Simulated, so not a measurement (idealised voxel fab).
Presented below is a process module, voxel self aligned vias.
The cross-section shown here is cut; it is 235 nm wide and divided into square cells measuring 5 nm on a side.
How to read a cross-section here: the picture is a grid of square cells, written as bands going from the top down, and any band can span one or more rows of cells. Heights first: top, then bottom, in nm. Then materials, left to right, each with a width in nm. "edge to edge" on a single material: fills the band edge to edge. "air": empty space. Below 0: as-received wafer, all one material; heights counted from there. Lowest band: no bottom, goes on down, written "0 down". The width entry "30..40" should be interpreted row by row: the top row of cells in the band takes the first number, the bottom row takes the second number, and the change between adjacent rows is uniform throughout. "left unchanged" means the step left every cell of the cross-section as it was. Each empty space that has no open way to the top and spans at least 8 cells appears under "Enclosed void catalog" as width x height at distance, the distance counted from the left edge, all in nm. Formally, on a step line, whatever follows the settings is a remark that the simulator itself makes on the step. overlay nm: where the mask lay relative to plan, measured to the right, on steps with a mask; negatives go left.

So here's the lineup of process steps we planned
1: RECEIVE with material Si
2: CONFORMAL_DEP with material SiO2, thk nm 10
3: CONFORMAL_DEP with material SiCN, thk nm 5
4: DIRECTIONAL_DEP with material lowk, thk nm 15
5: DIRECTIONAL_DEP with material aC, thk nm 15
6: PATTERN with tone open, mask id LINES, material resist, width nm 20, pitch nm 50, thk nm 35, overlay nm 0
7: DIRECTIONAL_ETCH with etch materials aC, depth nm 15
8: STRIP with etch materials resist
9: DIRECTIONAL_ETCH with etch materials lowk, depth nm 25
10: STRIP with etch materials aC
11: CONFORMAL_DEP with material TiN, thk nm 5
12: FILL_DEP with material Ru, thk nm 5
13: CMP with height nm 40
14: SELECTIVE_ETCH with etch materials W Ru TiN, depth nm 5
15: FILL_DEP with material SiN, thk nm 5
16: CMP with height nm 40
17: DIRECTIONAL_DEP with material lowk, thk nm 20
18: DIRECTIONAL_DEP with material aC, thk nm 15
19: PATTERN with tone open, mask id VIAS, material resist, width nm 30, thk nm 30, overlay nm 0
20: DIRECTIONAL_ETCH with etch materials aC, depth nm 15
21: STRIP with etch materials resist
22: DIRECTIONAL_ETCH with etch materials lowk, depth nm 20
23: DIRECTIONAL_ETCH with etch materials SiN, depth nm 5
24: STRIP with etch materials aC
25: CONFORMAL_DEP with material TiN, thk nm 5
26: FILL_DEP with material Ru, thk nm 5
27: CMP with height nm 60
28: CONFORMAL_DEP with material SiCN, thk nm 5
Keep in mind the plan's value for the thk nm of step 4 comes from the first wafer; the wafers don't share that setting, but they do share the same starting point.

Received condition of the first of several wafers, sectioned: post-step 1
    0 down = Si edge to edge
    Enclosed void catalog: none

First of several wafers, sectioned at end of module (last step: step 28)
    65 to 60 = SiCN edge to edge
    60 to 40 = lowk: 75, TiN: 5, Ru: 20, TiN: 5, lowk: 130
    40 to 35 = SiN: 75, TiN: 30, SiN: 130
    35 to 30 = TiN: 85, Ru: 10, TiN: 40, Ru: 10, TiN: 90
    30 to 20 = lowk: 80, TiN: 5, Ru: 10, TiN: 5, lowk: 30, TiN: 5, Ru: 10, TiN: 5, lowk: 85
    20 to 15 = lowk: 80, TiN: 20, lowk: 30, TiN: 20, lowk: 85
    15 to 10 = SiCN edge to edge
    10 to 0 = SiO2 edge to edge
    0 down = Si edge to edge
    Enclosed void catalog: none

Cross-section, module end, final of several wafers
    65 to 60 = SiCN edge to edge
    60 to 45 = lowk: 75, TiN: 5, Ru: 20, TiN: 5, lowk: 130
    45 to 40 = lowk: 75, TiN: 10, Ru: 10, TiN: 10, lowk: 130
    40 to 35 = lowk: 80, TiN: 20, lowk: 30, SiN: 20, lowk: 85
    35 to 30 = lowk: 80, TiN: 20, lowk: 30, TiN: 20, lowk: 85
    30 to 15 = lowk edge to edge
    15 to 10 = SiCN edge to edge
    10 to 0 = SiO2 edge to edge
    0 down = Si edge to edge
    Enclosed void catalog: none

The rows of the table below are wafers. Looking at the end of the module, a row counts, for every material, the cells the wafer has gained, shown as (+), or lost, shown as (-), since it was received; its closed voids come next
thk nm 15; +28 Ru; +94 SiCN; +41 SiN; +94 SiO2; +73 TiN; +281 lowk; Enclosed void catalog: none
thk nm 20; +28 Ru; +94 SiCN; +41 SiN; +94 SiO2; +34 TiN; +320 lowk; Enclosed void catalog: none
thk nm 25; +26 Ru; +94 SiCN; +4 SiN; +94 SiO2; +34 TiN; +359 lowk; Enclosed void catalog: none
thk nm 30; +22 Ru; +94 SiCN; +4 SiN; +94 SiO2; +30 TiN; +367 lowk; Enclosed void catalog: none
thk nm 35; +18 Ru; +94 SiCN; +4 SiN; +94 SiO2; +26 TiN; +375 lowk; Enclosed void catalog: none
thk nm 40; +14 Ru; +94 SiCN; +4 SiN; +94 SiO2; +22 TiN; +383 lowk; Enclosed void catalog: none
